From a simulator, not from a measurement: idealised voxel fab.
You're looking at the process module voxel gate over fins.
Square cell edge 5 nm, section width 250 nm, ID cut.
Think of the cross-section as a grid of square cells. We describe it in bands, top to bottom, and each band covers one or more rows of those cells. Within each band entry, the heights of the top and of the bottom of the band appear first, in that order and in nm; the materials of the band then follow from left to right, each with its corresponding width in nm. The designation "full width" on a single material indicates that it fills the band from edge to edge; the designation "air" indicates empty space. Basically, 0 is our baseline, since under it the wafer straight out of the box is all one material. The bottom band has no lower end and keeps on going down, so it looks like "z 0 and below". Note: "30->40" means the width goes from the first number (top row of the band) to the second number (bottom row) in equal steps per row of cells. A step reported as "nothing got changed" is a step in which no cell of the cross-section changed. For the entry "Listed closed voids", the listed items are empty spaces with no open way to the top whose size is 8 cells or more; each item follows the pattern width x height at distance, where distance is from the left edge and all three are in nm. after a step's settings: what the simulator itself notes on the step. overlay nm: right-of-plan distance of the mask on a masked step; negative values mean left-of-plan.

PROCESS STEPS (PLANNED)
1: RECEIVE [material Si]
2: CONFORMAL_DEP [material SiN] [thk nm 5]
3: MASKED_ETCH [tone cover] [mask id FINS] [width nm 15] [pitch nm 35] [etch materials SiN] [depth nm 5] [overlay nm 0]
4: MASKED_ETCH [tone cover] [mask id FINS] [width nm 15] [pitch nm 35] [etch materials Si] [depth nm 40] [overlay nm -15]
5: FILL_DEP [material SiO2] [thk nm 10]
6: CMP [height nm 5]
7: SELECTIVE_ETCH [etch materials SiO2] [depth nm 15]
8: STRIP [etch materials SiN]
9: CONFORMAL_DEP [material HfO2] [thk nm 5]
10: CONFORMAL_DEP [material TiN] [thk nm 5]
11: FILL_DEP [material W] [thk nm 10]
12: CMP [height nm 15]
13: CONFORMAL_DEP [material SiCN] [thk nm 10]
The value of overlay nm given for step 4 in the plan refers to the first wafer; the wafers vary in this setting and are alike at the start.

FIRST WAFER OF SEVERAL, AS RECEIVED: CROSS-SECTION AFTER STEP 1
	z 0 and below = Si full width
	Listed closed voids: none

WHAT FOLLOWS IS A TABLE IN WHICH EACH WAFER OCCUPIES A ROW; FOR THE WAFER AS IT STANDS AT THE CLOSE OF THE MODULE, THE ROW STATES, MATERIAL BY MATERIAL, HOW MANY CELLS HAVE BEEN GAINED (+) OR LOST (-) SINCE RECEIPT, AND THEN GIVES ITS CLOSED VOIDS
overlay nm -15 | +56 HfO2 | -304 Si | +100 SiCN | +228 SiO2 | +54 TiN | +116 W | Listed closed voids: none
overlay nm -10 | +58 HfO2 | -320 Si | +100 SiCN | +240 SiO2 | +54 TiN | +118 W | Listed closed voids: none
overlay nm -5 | +58 HfO2 | -336 Si | +100 SiCN | +252 SiO2 | +56 TiN | +120 W | Listed closed voids: none
overlay nm 0 | +58 HfO2 | -352 Si | +100 SiCN | +264 SiO2 | +58 TiN | +122 W | Listed closed voids: none
overlay nm 5 | +58 HfO2 | -336 Si | +100 SiCN | +252 SiO2 | +56 TiN | +120 W | Listed closed voids: none
overlay nm 10 | +58 HfO2 | -320 Si | +100 SiCN | +240 SiO2 | +54 TiN | +118 W | Listed closed voids: none
overlay nm 15 | +56 HfO2 | -304 Si | +100 SiCN | +228 SiO2 | +54 TiN | +116 W | Listed closed voids: none
